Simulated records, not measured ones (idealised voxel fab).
Process module, titled voxel released beams
Pictured: cross-section cut, 140 nm wide, on a grid of 5 nm square cells.
A cross-section is written here as square cells arranged in a grid, and it is given in bands from the top down, each band taking up one or more rows of cells. A band entry consists of two parts. The first gives the height of the band's top and the height of its bottom, in nm. The rest lists the band's materials from left to right, each with its width in nm. A single material labelled with the word "full width" fills the band from edge to edge, and the word "empty" marks empty space. For the purposes of this specification, 0 denotes the height below which the wafer in its as-received condition is composed wholly of one material, and the lowermost band, lacking a lower limit, extends downward without end, as expressed in "0 -> down". A two-number width, for instance "30->40", indicates that the width is equal to the first number in the top row of the band and to the second number in the bottom row, and that it changes by a constant amount per row of cells. "no alterations made" after a step means that no cell of the cross-section changed. Voids not open to the top, 8 cells minimum: see "Closed voids list". Written width x height at distance; distance is from the left edge; nm. On each step's line, the part that comes after the settings is the simulator's own comment on the step. What "overlay nm" on a step's line means: if the step has a mask, that mask lay this far to the right of its planned place, or, when the value is negative, to the left.

The following list gives the planned process steps
1. op RECEIVE | material Si
2. op CONFORMAL_DEP | material Al2O3 | thk nm 10
3. op DIRECTIONAL_DEP | material SiO2 | thk nm 20
4. op DIRECTIONAL_DEP | material aC | thk nm 10
5. op PATTERN | tone open | mask id ANCHOR | material resist | width nm 35 | thk nm 25 | overlay nm 0
6. op DIRECTIONAL_ETCH | etch materials aC | depth nm 10
7. op STRIP | etch materials resist
8. op DIRECTIONAL_ETCH | etch materials SiO2 | depth nm 20
9. op STRIP | etch materials aC
10. op CONFORMAL_DEP | material W | thk nm 15
11. op MASKED_ETCH | tone cover | mask id BEAM | width nm 105 | etch materials W | depth nm 5 | overlay nm 0
12. op STRIP | etch materials SiO2
Variable across wafers: step 11 depth nm (plan value is that of the first wafer; starting state common to all).

Cross-section: the first of several wafers in its as-received state, i.e. following step 1
> 0 -> down | Si full width
> Closed voids list: none

The figure below presents a cross-section of the first of several wafers at the conclusion of the module, following its last step, step 12
> 45 -> 40 | empty=15  W=20  empty=5  W=80  empty=20
> 40 -> 30 | W=35  empty=5  W=100
> 30 -> 25 | SiO2=20  W=15  empty=5  W=15  SiO2=85
> 25 -> 10 | SiO2=20  W=35  SiO2=85
> 10 -> 0 | Al2O3 full width
> 0 -> down | Si full width
> Closed voids list: none

A cross-section through the last wafer at the close of the module
> 45 -> 30 | empty=15  W=20  empty=5  W=80  empty=20
> 30 -> 25 | empty=20  W=15  empty=5  W=15  empty=85
> 25 -> 10 | empty=20  W=35  empty=85
> 10 -> 0 | Al2O3 full width
> 0 -> down | Si full width
> Closed voids list: none

Tabulated below, wafer by wafer, are the end-of-module results: for each material, the number of cells gained (+) or lost (-) relative to the as-received state, followed by the closed voids
depth nm 5, +56 Al2O3, +84 SiO2, +101 W, Closed voids list: none
depth nm 10, +56 Al2O3, +84 SiO2, +94 W, Closed voids list: none
depth nm 15, +56 Al2O3, +87 W, Closed voids list: none
depth nm 20, +56 Al2O3, +87 W, Closed voids list: none
depth nm 25, +56 Al2O3, +87 W, Closed voids list: none
depth nm 30, +56 Al2O3, +87 W, Closed voids list: none
